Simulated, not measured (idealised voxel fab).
process module | voxel transistor to metal
This is section cut - it's 190 nm across, gridded in 5 nm square cells.
Cross-section layout: square cells on a grid; listed as bands, top to bottom; a band spans one or more cell rows. What a band's entry tells you: where the top is and where the bottom is, as heights in nm, and after that what lies inside, material by material from left to right, each with its width in nm. Empty space is written as the word "blank", and a single material marked with the word "everywhere" occupies the band from edge to edge. Counting heights begins at 0, where everything beneath is, in the wafer as received, one material. The lowest band has no bottom; it goes on downwards, as "0..down" shows. Width spec "30->40" -> top row of cells at first value, bottom row at second value, equal per-row change in between. "nothing was modified" for a step: no cell of the cross-section changed in that step. Look at "Voids lacking openings" for the closed voids: empty spaces with no open path to the top, sized 8 cells or up. Each is width x height at distance, distance from the left edge, all nm. On a step's line, text after the settings is the simulator commenting on that step. Steps that use a mask can have "overlay nm" on their line. It says how far the mask sat to the right of where it was meant to be. Negative means to the left.

# Process steps - plan
step 1: RECEIVE | material Si
step 2: CONFORMAL_DEP | material SiO2 | thk nm 5
step 3: CONFORMAL_DEP | material SiN | thk nm 15
step 4: PATTERN | tone cover | mask id ACTIVE | material resist | width nm 115 | thk nm 20 | overlay nm 0
step 5: DIRECTIONAL_ETCH | etch materials SiN | depth nm 15
step 6: DIRECTIONAL_ETCH | etch materials SiO2 | depth nm 5
step 7: DIRECTIONAL_ETCH | etch materials Si | depth nm 35
step 8: STRIP | etch materials resist
step 9: FILL_DEP | material SiO2 | thk nm 10
step 10: CMP | height nm 20
step 11: SELECTIVE_ETCH | etch materials SiO2 | depth nm 15
step 12: STRIP | etch materials SiN
step 13: SELECTIVE_ETCH | etch materials SiO2 | depth nm 5
step 14: OXIDIZE | depth nm 5
step 15: DIRECTIONAL_DEP | material polySi | thk nm 25
step 16: DIRECTIONAL_DEP | material SiCN | thk nm 15
step 17: DIRECTIONAL_DEP | material aC | thk nm 15
step 18: PATTERN | tone cover | mask id GATE | material resist | width nm 25 | thk nm 30 | overlay nm 0
step 19: DIRECTIONAL_ETCH | etch materials aC | depth nm 15
step 20: STRIP | etch materials resist
step 21: DIRECTIONAL_ETCH | etch materials SiCN | depth nm 25
step 22: DIRECTIONAL_ETCH | etch materials polySi | depth nm 35
step 23: STRIP | etch materials aC
step 24: CONFORMAL_DEP | material SiO2 | thk nm 5
step 25: DIRECTIONAL_ETCH | etch materials SiO2 | depth nm 5
step 26: CONFORMAL_DEP | material SiN | thk nm 10
step 27: DIRECTIONAL_ETCH | etch materials SiN | depth nm 10
step 28: DIRECTIONAL_ETCH | etch materials SiO2 | depth nm 5
step 29: EPI | material nSi | thk nm 5
step 30: FILL_DEP | material SiO2 | thk nm 10
step 31: CMP | height nm 40
step 32: DIRECTIONAL_DEP | material SiO2 | thk nm 10
step 33: DIRECTIONAL_DEP | material aC | thk nm 10
step 34: PATTERN | tone open | mask id CONTACT | material resist | width nm 20 | pitch nm 75 | thk nm 25 | overlay nm 0
step 35: DIRECTIONAL_ETCH | etch materials aC | depth nm 10
step 36: STRIP | etch materials resist
step 37: DIRECTIONAL_ETCH | etch materials SiO2 | depth nm 50
step 38: STRIP | etch materials aC
step 39: CONFORMAL_DEP | material TiN | thk nm 5
step 40: FILL_DEP | material Ru | thk nm 5
step 41: CMP | height nm 50
step 42: DIRECTIONAL_DEP | material TiN | thk nm 5
step 43: DIRECTIONAL_DEP | material W | thk nm 20
step 44: MASKED_ETCH | tone cover | mask id METAL_1 | width nm 20 | pitch nm 75 | etch materials W | depth nm 20 | overlay nm 0
step 45: MASKED_ETCH | tone cover | mask id METAL_1 | width nm 20 | pitch nm 75 | etch materials TiN | depth nm 5 | overlay nm 0
step 46: FILL_DEP | material SiO2 | thk nm 5
step 47: CMP | height nm 75
step 48: CONFORMAL_DEP | material SiCN | thk nm 5
step 49: DIRECTIONAL_DEP | material lowk | thk nm 35
step 50: MASKED_ETCH | tone open | mask id METAL_2 | width nm 20 | pitch nm 75 | etch materials lowk | depth nm 20 | overlay nm 0
step 51: PATTERN | tone open | mask id METAL_2_HOLES | material resist | width nm 15 | pitch nm 75 | thk nm 15 | overlay nm 0
step 52: DIRECTIONAL_ETCH | etch materials lowk | depth nm 15
step 53: DIRECTIONAL_ETCH | etch materials SiCN | depth nm 5
step 54: STRIP | etch materials resist
step 55: CONFORMAL_DEP | material TiN | thk nm 5
step 56: FILL_DEP | material Ru | thk nm 10
step 57: CMP | height nm 115
step 58: CONFORMAL_DEP | material SiCN | thk nm 5

# Cross-section of the wafer as it came to us, i.e., already through step 1
0..down | Si everywhere
Voids lacking openings: none

# Wafer cross-section at module end: first of two, run to plan
120..115 | SiCN everywhere
115..100 | lowk 45 nm | TiN 5 nm | Ru 10 nm | TiN 5 nm | lowk 55 nm | TiN 5 nm | Ru 10 nm | TiN 5 nm | lowk 50 nm
100..95 | lowk 45 nm | TiN 5 nm | Ru 5 nm | TiN 10 nm | lowk 55 nm | TiN 5 nm | Ru 5 nm | TiN 10 nm | lowk 50 nm
95..80 | lowk 45 nm | TiN 5 nm | Ru 5 nm | TiN 5 nm | lowk 60 nm | TiN 5 nm | Ru 5 nm | TiN 5 nm | lowk 55 nm
80..75 | SiCN 45 nm | TiN 15 nm | SiCN 60 nm | TiN 15 nm | SiCN 55 nm
75..55 | SiO2 45 nm | W 20 nm | SiO2 55 nm | W 20 nm | SiO2 50 nm
55..50 | SiO2 45 nm | TiN 20 nm | SiO2 55 nm | TiN 20 nm | SiO2 50 nm
50..40 | SiO2 45 nm | TiN 5 nm | Ru 10 nm | TiN 5 nm | SiO2 55 nm | TiN 5 nm | Ru 10 nm | TiN 5 nm | SiO2 50 nm
40..25 | SiO2 45 nm | TiN 5 nm | Ru 10 nm | TiN 5 nm | SiN 10 nm | SiO2 5 nm | SiCN 25 nm | SiO2 5 nm | SiN 10 nm | TiN 5 nm | Ru 10 nm | TiN 5 nm | SiO2 50 nm
25..5 | SiO2 45 nm | TiN 5 nm | Ru 10 nm | TiN 5 nm | SiN 10 nm | SiO2 5 nm | polySi 25 nm | SiO2 5 nm | SiN 10 nm | TiN 5 nm | Ru 10 nm | TiN 5 nm | SiO2 50 nm
5..0 | SiO2 45 nm | TiN 20 nm | SiN 10 nm | SiO2 5 nm | polySi 25 nm | SiO2 5 nm | SiN 10 nm | TiN 20 nm | SiO2 50 nm
0..-5 | SiO2 30 nm | nSi 35 nm | SiO2 55 nm | nSi 35 nm | SiO2 35 nm
-5..-35 | SiO2 35 nm | Si 115 nm | SiO2 40 nm
-35..down | Si everywhere
Voids lacking openings: none

# Here is the second of the two wafers cut open at the end of the module - same start, same plan as the first one, but we made one mistake running it
120..115 | SiCN everywhere
115..85 | lowk 45 nm | TiN 5 nm | Ru 10 nm | TiN 5 nm | lowk 55 nm | TiN 5 nm | Ru 10 nm | TiN 5 nm | lowk 50 nm
85..80 | lowk 45 nm | TiN 5 nm | Ru 5 nm | TiN 10 nm | lowk 55 nm | TiN 5 nm | Ru 5 nm | TiN 10 nm | lowk 50 nm
80..75 | SiCN 45 nm | TiN 15 nm | SiCN 60 nm | TiN 15 nm | SiCN 55 nm
75..55 | SiO2 45 nm | W 20 nm | SiO2 55 nm | W 20 nm | SiO2 50 nm
55..50 | SiO2 45 nm | TiN 20 nm | SiO2 55 nm | TiN 20 nm | SiO2 50 nm
50..40 | SiO2 45 nm | TiN 5 nm | Ru 10 nm | TiN 5 nm | SiO2 55 nm | TiN 5 nm | Ru 10 nm | TiN 5 nm | SiO2 50 nm
40..25 | SiO2 45 nm | TiN 5 nm | Ru 10 nm | TiN 5 nm | SiN 10 nm | SiO2 5 nm | SiCN 25 nm | SiO2 5 nm | SiN 10 nm | TiN 5 nm | Ru 10 nm | TiN 5 nm | SiO2 50 nm
25..5 | SiO2 45 nm | TiN 5 nm | Ru 10 nm | TiN 5 nm | SiN 10 nm | SiO2 5 nm | polySi 25 nm | SiO2 5 nm | SiN 10 nm | TiN 5 nm | Ru 10 nm | TiN 5 nm | SiO2 50 nm
5..0 | SiO2 45 nm | TiN 20 nm | SiN 10 nm | SiO2 5 nm | polySi 25 nm | SiO2 5 nm | SiN 10 nm | TiN 20 nm | SiO2 50 nm
0..-5 | SiO2 30 nm | nSi 35 nm | SiO2 55 nm | nSi 35 nm | SiO2 35 nm
-5..-35 | SiO2 35 nm | Si 115 nm | SiO2 40 nm
-35..down | Si everywhere
Voids lacking openings: none
Want to know what went wrong? step 50 of the plan was carried out twice
Counted in cells at the end, the second wafer holds more or fewer of these materials than the first: Ru +6 | lowk -6
